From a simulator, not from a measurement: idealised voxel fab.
process module | voxel trench capacitor
cross-section cut | 190 nm wide | cells 5 nm
A cross-section is a grid of square cells, given in bands from the top down. A band is one or more rows of cells.
Each band's line starts with the height of the band's top and of its bottom, in nm. Then come its materials from left to right, each with its width in nm. One material with "throughout" fills the band from edge to edge. "air" is empty space.
Height 0 is the level under which the wafer as received is all one material. The lowest band goes on downwards, as in "0 down".
A width such as "30 to 40" changes by the same amount from each row of cells to the next, from the band's top row to its bottom row.
"no change" after a step means that no cell of the cross-section changed.
closed voids: empty space of 8 cells or more with no open way to the top, each as width x height at its distance from the left edge, in nm
after a step's settings: what the simulator itself notes on the step
overlay nm, on a step with a mask: how far to the right of its planned place the mask lay; to the left if negative
plan
1 op RECEIVE | material Si
2 op CONFORMAL_DEP | material SiN | thk nm 5
3 op DIRECTIONAL_DEP | material aC | thk nm 15
4 op PATTERN | tone open | mask id TRENCH | material resist | width nm 25 | pitch nm 40 | thk nm 35 | overlay nm 0
5 op DIRECTIONAL_ETCH | etch materials aC | depth nm 15
6 op STRIP | etch materials resist
7 op DIRECTIONAL_ETCH | etch materials SiN | depth nm 5
8 op DIRECTIONAL_ETCH | etch materials Si | depth nm 30
9 op STRIP | etch materials aC
10 op CONFORMAL_DEP | material HfO2 | thk nm 5
11 op CONFORMAL_DEP | material TiN | thk nm 5
12 op FILL_DEP | material W | thk nm 10
13 op CMP | height nm 5
as received, after step 1
  0 down: Si throughout
  closed voids: none
first wafer at the end, as planned
  5 to 0: SiN 60 | HfO2 5 | TiN 5 | W 5 | TiN 5 | HfO2 5 | SiN 15 | HfO2 5 | TiN 5 | W 5 | TiN 5 | HfO2 5 | SiN 65
  0 to -20: Si 60 | HfO2 5 | TiN 5 | W 5 | TiN 5 | HfO2 5 | Si 15 | HfO2 5 | TiN 5 | W 5 | TiN 5 | HfO2 5 | Si 65
  -20 to -25: Si 60 | HfO2 5 | TiN 15 | HfO2 5 | Si 15 | HfO2 5 | TiN 15 | HfO2 5 | Si 65
  -25 to -30: Si 60 | HfO2 25 | Si 15 | HfO2 25 | Si 65
  -30 down: Si throughout
  closed voids: none
second wafer at the end: like start, like plan, one mistake
  5 to 0: W 50 | TiN 5 | HfO2 5 | SiN 25 | HfO2 5 | TiN 5 | HfO2 5 | SiN 25 | HfO2 5 | TiN 5 | W 55
  0 to -20: W 50 | TiN 5 | HfO2 5 | Si 25 | HfO2 5 | TiN 5 | HfO2 5 | Si 25 | HfO2 5 | TiN 5 | W 55
  -20 to -25: TiN 55 | HfO2 5 | Si 25 | HfO2 5 | TiN 5 | HfO2 5 | Si 25 | HfO2 5 | TiN 60
  -25 to -30: HfO2 60 | Si 25 | HfO2 15 | Si 25 | HfO2 65
  -30 down: Si throughout
  closed voids: none
what went wrong: step 4 ran as: op PATTERN | tone cover | mask id TRENCH | material resist | width nm 25 | pitch nm 40 | thk nm 35 | overlay nm 0
at the end the second wafer has, in cells: 18 more of HfO2 | 108 fewer of Si | 18 fewer of SiN | 13 more of TiN | 95 more of W
